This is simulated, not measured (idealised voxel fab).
Herein follows the process module entitled voxel quadruple lines.
Square cells of 5 nm make up the cross-section cut, whose width is 260 nm.
A cross-section is a grid of square cells, given in bands from the top down. A band is one or more rows of cells. Each band's line starts with the height of the band's top and of its bottom, in nm. Then come its materials from left to right, each with its width in nm. One material with "edge to edge" fills the band from edge to edge. "blank" is empty space. Convention: height 0 is the level below which the wafer, as received, is all one material. The lowest band does not terminate at the bottom but continues downward, represented as "from 0 down". Per-row width for "30..40": begins at first number (top row of band), ends at second number (bottom row), increment between rows held constant. "nothing different" means the step left every cell of the cross-section as it was. In "Sealed cavities" the enclosed voids are listed, meaning empty spaces of 8 cells or larger without any opening to the top. The form is width x height at distance, distance from the left edge, units nm. Past the settings on a step's line: simulator remark, on that step. When a step includes a mask, the "overlay nm" setting on its line states how far to the right of its planned place that mask lay, and negative values state how far to the left.
Listed below are the process steps as planned:
step 1: RECEIVE | material Si
step 2: CONFORMAL_DEP | material Al2O3 | thk nm 5
step 3: DIRECTIONAL_DEP | material W | thk nm 15
step 4: DIRECTIONAL_DEP | material polySi | thk nm 20
step 5: DIRECTIONAL_DEP | material aC | thk nm 20
step 6: PATTERN | tone cover | mask id MANDREL | material resist | width nm 20 | thk nm 30 | overlay nm -15
step 7: DIRECTIONAL_ETCH | etch materials aC | depth nm 20
step 8: STRIP | etch materials resist
step 9: CONFORMAL_DEP | material SiO2 | thk nm 10
step 10: DIRECTIONAL_ETCH | etch materials SiO2 | depth nm 10
step 11: STRIP | etch materials aC
step 12: DIRECTIONAL_ETCH | etch materials polySi | depth nm 20
step 13: STRIP | etch materials SiO2
step 14: CONFORMAL_DEP | material SiCN | thk nm 5
step 15: DIRECTIONAL_ETCH | etch materials SiCN | depth nm 5
step 16: STRIP | etch materials polySi
step 17: DIRECTIONAL_ETCH | etch materials W | depth nm 15
step 18: STRIP | etch materials SiCN
The value of overlay nm given for step 6 in the plan refers to the first wafer; the wafers vary in this setting and are alike at the start.
First wafer as received, after step 1:
> from 0 down | Si edge to edge
> Sealed cavities: none
First wafer of several, cross-section, module end, after step 18 (last):
> from 20 to 5 | blank 90  W 5  blank 10  W 5  blank 10  W 5  blank 10  W 5  blank 120
> from 5 to 0 | Al2O3 edge to edge
> from 0 down | Si edge to edge
> Sealed cavities: none
Cross-section, last wafer, module completion:
> from 20 to 5 | blank 120  W 5  blank 10  W 5  blank 10  W 5  blank 10  W 5  blank 90
> from 5 to 0 | Al2O3 edge to edge
> from 0 down | Si edge to edge
> Sealed cavities: none
Each row below is a wafer at the end of the module, listing for every material the number of cells it has gained (+) or lost (-) since it was received, followed by its closed voids:
overlay nm -15, +52 Al2O3, +12 W, Sealed cavities: none
overlay nm -10, +52 Al2O3, +12 W, Sealed cavities: none
overlay nm -5, +52 Al2O3, +12 W, Sealed cavities: none
overlay nm 0, +52 Al2O3, +12 W, Sealed cavities: none
overlay nm 5, +52 Al2O3, +12 W, Sealed cavities: none
overlay nm 10, +52 Al2O3, +12 W, Sealed cavities: none
overlay nm 15, +52 Al2O3, +12 W, Sealed cavities: none
